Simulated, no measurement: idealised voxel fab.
process module | voxel transistor to metal
cross-section cut | 170 nm wide | cells 5 nm
A cross-section is a grid of square cells, given in bands from the top down. A band is one or more rows of cells.
Each band's line starts with the height of the band's top and of its bottom, in nm. Then come its materials from left to right, each with its width in nm. One material with "throughout" fills the band from edge to edge. "air" is empty space.
Height 0 is the level under which the wafer as received is all one material. The lowest band goes on downwards, as in "0 down".
A width such as "30 to 40" changes by the same amount from each row of cells to the next, from the band's top row to its bottom row.
"no change" after a step means that no cell of the cross-section changed.
closed voids: empty space of 8 cells or more with no open way to the top, each as width x height at its distance from the left edge, in nm
after a step's settings: what the simulator itself notes on the step
overlay nm, on a step with a mask: how far to the right of its planned place the mask lay; to the left if negative
plan
1 op RECEIVE | material Si
2 op CONFORMAL_DEP | material SiO2 | thk nm 5
3 op CONFORMAL_DEP | material SiN | thk nm 15
4 op DIRECTIONAL_DEP | material aC | thk nm 15
5 op PATTERN | tone cover | mask id ACTIVE | material resist | width nm 125 | thk nm 30 | overlay nm 0
6 op DIRECTIONAL_ETCH | etch materials aC | depth nm 15
7 op STRIP | etch materials resist
8 op DIRECTIONAL_ETCH | etch materials SiN | depth nm 15
9 op DIRECTIONAL_ETCH | etch materials SiO2 | depth nm 5
10 op DIRECTIONAL_ETCH | etch materials Si | depth nm 30
11 op STRIP | etch materials aC
12 op FILL_DEP | material SiO2 | thk nm 5
13 op CMP | height nm 20
14 op SELECTIVE_ETCH | etch materials SiO2 | depth nm 10
15 op STRIP | etch materials SiN
16 op SELECTIVE_ETCH | etch materials SiO2 | depth nm 5
17 op OXIDIZE | depth nm 5
18 op DIRECTIONAL_DEP | material polySi | thk nm 30
19 op DIRECTIONAL_DEP | material SiCN | thk nm 10
20 op PATTERN | tone cover | mask id GATE | material resist | width nm 25 | thk nm 20 | overlay nm 0
21 op DIRECTIONAL_ETCH | etch materials SiCN | depth nm 20
22 op DIRECTIONAL_ETCH | etch materials polySi | depth nm 40
23 op STRIP | etch materials resist
24 op CONFORMAL_DEP | material SiO2 | thk nm 5
25 op DIRECTIONAL_ETCH | etch materials SiO2 | depth nm 5
26 op CONFORMAL_DEP | material SiN | thk nm 5
27 op DIRECTIONAL_ETCH | etch materials SiN | depth nm 5
28 op DIRECTIONAL_ETCH | etch materials SiO2 | depth nm 5
29 op DIRECTIONAL_ETCH | etch materials Si | depth nm 15
30 op EPI | material SiGe | thk nm 20
31 op FILL_DEP | material SiO2 | thk nm 5
32 op CMP | height nm 30
33 op STRIP | etch materials polySi
34 op SELECTIVE_ETCH | etch materials SiO2 | depth nm 5
35 op CONFORMAL_DEP | material HfO2 | thk nm 5
36 op CONFORMAL_DEP | material TiN | thk nm 5
37 op FILL_DEP | material W | thk nm 5
38 op CMP | height nm 25
39 op DIRECTIONAL_DEP | material SiO2 | thk nm 10
40 op PATTERN | tone open | mask id CONTACT | material resist | width nm 20 | pitch nm 85 | thk nm 20 | overlay nm 0
41 op DIRECTIONAL_ETCH | etch materials SiO2 | depth nm 20
42 op STRIP | etch materials resist
43 op CONFORMAL_DEP | material TiN | thk nm 5
44 op FILL_DEP | material W | thk nm 10
45 op CMP | height nm 35
46 op CONFORMAL_DEP | material SiCN | thk nm 5
47 op DIRECTIONAL_DEP | material lowk | thk nm 15
48 op DIRECTIONAL_DEP | material aC | thk nm 10
49 op PATTERN | tone open | mask id METAL_1 | material resist | width nm 20 | pitch nm 85 | thk nm 30 | overlay nm 0
50 op DIRECTIONAL_ETCH | etch materials aC | depth nm 10
51 op STRIP | etch materials resist
52 op DIRECTIONAL_ETCH | etch materials lowk | depth nm 15
53 op DIRECTIONAL_ETCH | etch materials SiCN | depth nm 5
54 op STRIP | etch materials aC
55 op CONFORMAL_DEP | material TiN | thk nm 5
56 op FILL_DEP | material Cu | thk nm 5
57 op CMP | height nm 55
58 op EPI | material Ru | thk nm 5
59 op FILL_DEP | material SiCN | thk nm 5
60 op DIRECTIONAL_DEP | material SiO2 | thk nm 25
61 op DIRECTIONAL_DEP | material aC | thk nm 10
62 op PATTERN | tone open | mask id METAL_2_HOLES | material resist | width nm 15 | pitch nm 85 | thk nm 30 | overlay nm 0
63 op DIRECTIONAL_ETCH | etch materials aC | depth nm 10
64 op STRIP | etch materials resist
65 op DIRECTIONAL_ETCH | etch materials SiO2 | depth nm 25
66 op STRIP | etch materials aC
67 op PATTERN | tone open | mask id METAL_2 | material resist | width nm 20 | pitch nm 85 | thk nm 15 | overlay nm 0
68 op DIRECTIONAL_ETCH | etch materials SiO2 | depth nm 15
69 op DIRECTIONAL_ETCH | etch materials SiCN | depth nm 5
70 op STRIP | etch materials resist
71 op CONFORMAL_DEP | material TiN | thk nm 5
72 op FILL_DEP | material Cu | thk nm 10
73 op CMP | height nm 90
74 op CONFORMAL_DEP | material SiN | thk nm 5
as received, after step 1
  0 down: Si throughout
  closed voids: none
first wafer at the end, as planned
  95 to 90: SiN throughout
  90 to 80: SiO2 30 | TiN 5 | Cu 10 | TiN 5 | SiO2 65 | TiN 5 | Cu 10 | TiN 5 | SiO2 35
  80 to 75: SiO2 30 | TiN 5 | Cu 5 | TiN 10 | SiO2 65 | TiN 5 | Cu 5 | TiN 10 | SiO2 35
  75 to 65: SiO2 30 | TiN 5 | Cu 5 | TiN 5 | SiO2 70 | TiN 5 | Cu 5 | TiN 5 | SiO2 40
  65 to 60: SiCN 30 | TiN 15 | SiCN 70 | TiN 15 | SiCN 40
  60 to 55: SiCN 25 | Ru 30 | SiCN 55 | Ru 30 | SiCN 30
  55 to 40: lowk 30 | TiN 5 | Cu 10 | TiN 5 | lowk 65 | TiN 5 | Cu 10 | TiN 5 | lowk 35
  40 to 35: SiCN 30 | TiN 20 | SiCN 65 | TiN 20 | SiCN 35
  35 to 25: SiO2 30 | TiN 5 | W 10 | TiN 5 | SiO2 65 | TiN 5 | W 10 | TiN 5 | SiO2 35
  25 to 20: SiO2 30 | TiN 5 | W 10 | TiN 5 | SiO2 10 | SiN 5 | HfO2 5 | TiN 5 | W 15 | TiN 5 | HfO2 5 | SiN 5 | SiO2 10 | TiN 5 | W 10 | TiN 5 | SiO2 35
  20 to 15: SiO2 30 | TiN 20 | SiO2 10 | SiN 5 | HfO2 5 | TiN 5 | W 15 | TiN 5 | HfO2 5 | SiN 5 | SiO2 10 | TiN 20 | SiO2 35
  15 to 5: SiO2 15 | SiGe 45 | SiN 5 | HfO2 5 | TiN 5 | W 15 | TiN 5 | HfO2 5 | SiN 5 | SiGe 45 | SiO2 20
  5 to 0: SiO2 15 | SiGe 5 | SiN 5 | SiGe 35 | SiN 5 | HfO2 5 | TiN 25 | HfO2 5 | SiN 5 | SiGe 35 | SiN 5 | SiGe 5 | SiO2 20
  0 to -5: SiO2 25 | SiGe 35 | SiO2 5 | HfO2 35 | SiO2 5 | SiGe 35 | SiO2 30
  -5 to -20: SiO2 20 | Si 5 | SiGe 35 | Si 45 | SiGe 35 | Si 5 | SiO2 25
  -20 to -30: SiO2 20 | Si 125 | SiO2 25
  -30 down: Si throughout
  closed voids: none
second wafer at the end: like start, like plan, one mistake
  95 to 90: SiN throughout
  90 to 85: SiO2 30 | TiN 5 | Cu 5 | TiN 10 | SiO2 65 | TiN 5 | Cu 5 | TiN 10 | SiO2 35
  85 to 75: SiO2 30 | TiN 5 | Cu 5 | TiN 5 | SiO2 70 | TiN 5 | Cu 5 | TiN 5 | SiO2 40
  75 to 70: SiCN 30 | TiN 15 | SiCN 70 | TiN 15 | SiCN 40
  70 to 60: SiCN throughout
  60 to 55: SiCN 25 | Ru 30 | SiCN 55 | Ru 30 | SiCN 30
  55 to 40: lowk 30 | TiN 5 | Cu 10 | TiN 5 | lowk 65 | TiN 5 | Cu 10 | TiN 5 | lowk 35
  40 to 35: SiCN 30 | TiN 20 | SiCN 65 | TiN 20 | SiCN 35
  35 to 25: SiO2 30 | TiN 5 | W 10 | TiN 5 | SiO2 65 | TiN 5 | W 10 | TiN 5 | SiO2 35
  25 to 20: SiO2 30 | TiN 5 | W 10 | TiN 5 | SiO2 10 | SiN 5 | HfO2 5 | TiN 5 | W 15 | TiN 5 | HfO2 5 | SiN 5 | SiO2 10 | TiN 5 | W 10 | TiN 5 | SiO2 35
  20 to 15: SiO2 30 | TiN 20 | SiO2 10 | SiN 5 | HfO2 5 | TiN 5 | W 15 | TiN 5 | HfO2 5 | SiN 5 | SiO2 10 | TiN 20 | SiO2 35
  15 to 5: SiO2 15 | SiGe 45 | SiN 5 | HfO2 5 | TiN 5 | W 15 | TiN 5 | HfO2 5 | SiN 5 | SiGe 45 | SiO2 20
  5 to 0: SiO2 15 | SiGe 5 | SiN 5 | SiGe 35 | SiN 5 | HfO2 5 | TiN 25 | HfO2 5 | SiN 5 | SiGe 35 | SiN 5 | SiGe 5 | SiO2 20
  0 to -5: SiO2 25 | SiGe 35 | SiO2 5 | HfO2 35 | SiO2 5 | SiGe 35 | SiO2 30
  -5 to -20: SiO2 20 | Si 5 | SiGe 35 | Si 45 | SiGe 35 | Si 5 | SiO2 25
  -20 to -30: SiO2 20 | Si 125 | SiO2 25
  -30 down: Si throughout
  closed voids: none
what went wrong: step 59 ran as: op FILL_DEP | material SiCN | thk nm 15
at the end the second wafer has, in cells: 8 fewer of Cu | 68 more of SiCN | 52 fewer of SiO2 | 8 fewer of TiN
